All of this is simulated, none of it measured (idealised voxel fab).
The following is a process module called voxel spacer lines.
Pictured: cross-section cut, 240 nm wide, on a grid of 5 nm square cells.
Just so we're on the same page, the cross-sections are grids of square cells, and they're listed out in bands top to bottom, each band one or more rows deep.
Top, bottom (nm), then materials left to right with widths (nm); lone material tagged "edge to edge" fills the whole band edge to edge; "empty" = empty space.
Where do heights start? At 0: under that level the wafer as delivered is made of one material only. And the lowest band has no floor; it just carries on downward, as in "0..down".
With a width like "30->40", each row of cells in the band differs from the next by the same amount, the top row carrying the first number and the bottom row the second.
You'll sometimes find "no modification" written for a step, and that's the way of saying that nowhere in the cross-section did a cell change during that step.
In the "Closed voids list" entry, you get each enclosed empty space of 8 cells or more, one with no open way to the top, written width x height at distance, distance from the left edge, in nm.
What comes after the settings on a step's line is commentary from the simulator itself on that step.
The setting "overlay nm" may be written on the line of a step. When the step uses a mask, the value reports how far to the right of the planned place the mask lay, and a negative value reports that it lay to the left.
Steps planned for the process:
1) RECEIVE | material Si
2) CONFORMAL_DEP | material Al2O3 | thk nm 5
3) DIRECTIONAL_DEP | material SiN | thk nm 15
4) DIRECTIONAL_DEP | material aC | thk nm 30
5) PATTERN | tone cover | mask id MANDREL | material resist | width nm 15 | pitch nm 60 | thk nm 40 | overlay nm 0
6) DIRECTIONAL_ETCH | etch materials aC | depth nm 30
7) STRIP | etch materials resist
8) CONFORMAL_DEP | material SiO2 | thk nm 15
9) DIRECTIONAL_ETCH | etch materials SiO2 | depth nm 15
10) STRIP | etch materials aC
11) DIRECTIONAL_ETCH | etch materials SiN | depth nm 15
12) STRIP | etch materials SiO2
This is the cross-section of the wafer as we received it, i.e. after step 1:
> 0..down = Si edge to edge
> Closed voids list: none
Cross-section taken at module completion on the first of two wafers; processed per the plan:
> 20..5 = empty 35 nm; SiN 15 nm; empty 15 nm; SiN 15 nm; empty 15 nm; SiN 15 nm; empty 15 nm; SiN 15 nm; empty 15 nm; SiN 15 nm; empty 15 nm; SiN 15 nm; empty 40 nm
> 5..0 = Al2O3 edge to edge
> 0..down = Si edge to edge
> Closed voids list: none
Module end: cross-section of wafer two of two. Same start and process plan as the first wafer. One mistake during execution:
> 20..5 = empty 35 nm; SiN 15 nm; empty 20 nm; SiN 15 nm; empty 10 nm; SiN 15 nm; empty 20 nm; SiN 15 nm; empty 10 nm; SiN 15 nm; empty 20 nm; SiN 15 nm; empty 35 nm
> 5..0 = Al2O3 edge to edge
> 0..down = Si edge to edge
> Closed voids list: none
In executing the process, a mistake was made relative to the plan: contrary to plan, step 5 was performed as PATTERN | tone cover | mask id MANDREL | material resist | width nm 20 | pitch nm 60 | thk nm 40 | overlay nm 0
When the process is done, the second wafer contains the same cell count of every material as the first wafer, but distributed over other locations.
